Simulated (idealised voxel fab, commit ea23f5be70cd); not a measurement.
A process module follows: voxel self aligned contacts.
It is cross-section cut that appears here, measuring 265 nm in width, its square cells being 5 nm in size.
This document writes a cross-section as a grid whose cells are square, and gives it as bands, listed from the top down; one or more rows of cells form a band.
The entry gives the band's vertical extent as a top height and a bottom height in nm, then its horizontal make-up as materials from left to right, each with a width in nm. "empty" stands for empty space; a single material marked "all across" fills the band edge to edge.
Counting heights begins at 0, where everything beneath is, in the wafer as received, one material. The lowest band has no bottom; it goes on downwards, as "top 0, no bottom" shows.
The expression "30..40" gives the width at the extremes of the band, the first number at its top row of cells and the second at its bottom row, with the width changing by equal amounts from each row to the next in between.
Where the words "remains unaltered" appear for a step, the cross-section shows no cell changed by that step; every cell remained as before.
Each empty space that has no open way to the top and spans at least 8 cells appears under "Enclosed void inventory" as width x height at distance, the distance counted from the left edge, all in nm.
Text after the settings on a step's line: the simulator's own remark on that step.
overlay nm, on a step with a mask: how far to the right of its planned place the mask lay; to the left if negative
# The process steps that were planned are listed below
1: RECEIVE, material Si
2: OXIDIZE, depth nm 5
3: DIRECTIONAL_DEP, material polySi, thk nm 30
4: DIRECTIONAL_DEP, material SiN, thk nm 15
5: PATTERN, tone cover, mask id GATE, material resist, width nm 25, pitch nm 60, thk nm 20, overlay nm 0
6: DIRECTIONAL_ETCH, etch materials SiN, depth nm 15
7: DIRECTIONAL_ETCH, etch materials polySi, depth nm 30
8: STRIP, etch materials resist
9: CONFORMAL_DEP, material SiN, thk nm 5
10: DIRECTIONAL_ETCH, etch materials SiN, depth nm 5
11: FILL_DEP, material SiO2, thk nm 15
12: CMP, height nm 55
13: MASKED_ETCH, tone open, mask id CONTACT, width nm 45, pitch nm 60, etch materials SiO2, depth nm 60, overlay nm 0
14: CONFORMAL_DEP, material TiN, thk nm 5
15: FILL_DEP, material Ru, thk nm 5
16: CMP, height nm 55
17: CONFORMAL_DEP, material SiCN, thk nm 5
# Step 1 complete: cross-section of the wafer as received
* top 0, no bottom  Si all across
* Enclosed void inventory: none
# first wafer at the end, as planned
* top 60, bottom 55  SiCN all across
* top 55, bottom 45  SiO2 (80) / TiN (5..15) / Ru (35..15) / TiN (5..15) / SiO2 (15) / TiN (5..15) / Ru (35..15) / TiN (5..15) / SiO2 (80)
* top 45, bottom 30  SiO2 (55) / SiN (35) / TiN (5) / Ru (15) / TiN (5) / SiN (35) / TiN (5) / Ru (15) / TiN (5) / SiN (35) / SiO2 (55)
* top 30, bottom 0  SiO2 (55) / SiN (5) / polySi (25) / SiN (5) / TiN (5) / Ru (15) / TiN (5) / SiN (5) / polySi (25) / SiN (5) / TiN (5) / Ru (15) / TiN (5) / SiN (5) / polySi (25) / SiN (5) / SiO2 (55)
* top 0, bottom -5  SiO2 (90) / TiN (25) / SiO2 (35) / TiN (25) / SiO2 (90)
* top -5, no bottom  Si all across
* Enclosed void inventory: none
# second wafer at the end: like start, like plan, one mistake
* top 60, bottom 55  SiCN all across
* top 55, bottom 45  SiO2 (85..95) / Ru (35..15) / SiO2 (25..45) / Ru (35..15) / SiO2 (85..95)
* top 45, bottom 30  SiO2 (55) / SiN (35) / SiO2 (5) / Ru (15) / SiO2 (5) / SiN (35) / SiO2 (5) / Ru (15) / SiO2 (5) / SiN (35) / SiO2 (55)
* top 30, bottom 0  SiO2 (55) / SiN (5) / polySi (25) / SiN (5) / SiO2 (5) / Ru (15) / SiO2 (5) / SiN (5) / polySi (25) / SiN (5) / SiO2 (5) / Ru (15) / SiO2 (5) / SiN (5) / polySi (25) / SiN (5) / SiO2 (55)
* top 0, bottom -5  SiO2 all across
* top -5, no bottom  Si all across
* Enclosed void inventory: none
Plan not followed: planned and actual differ for step 14; actual: CONFORMAL_DEP, material SiO2, thk nm 5
The final cell counts differ between the wafers, with the second having more or fewer of some materials than the first: 62 more of SiO2, 62 fewer of TiN
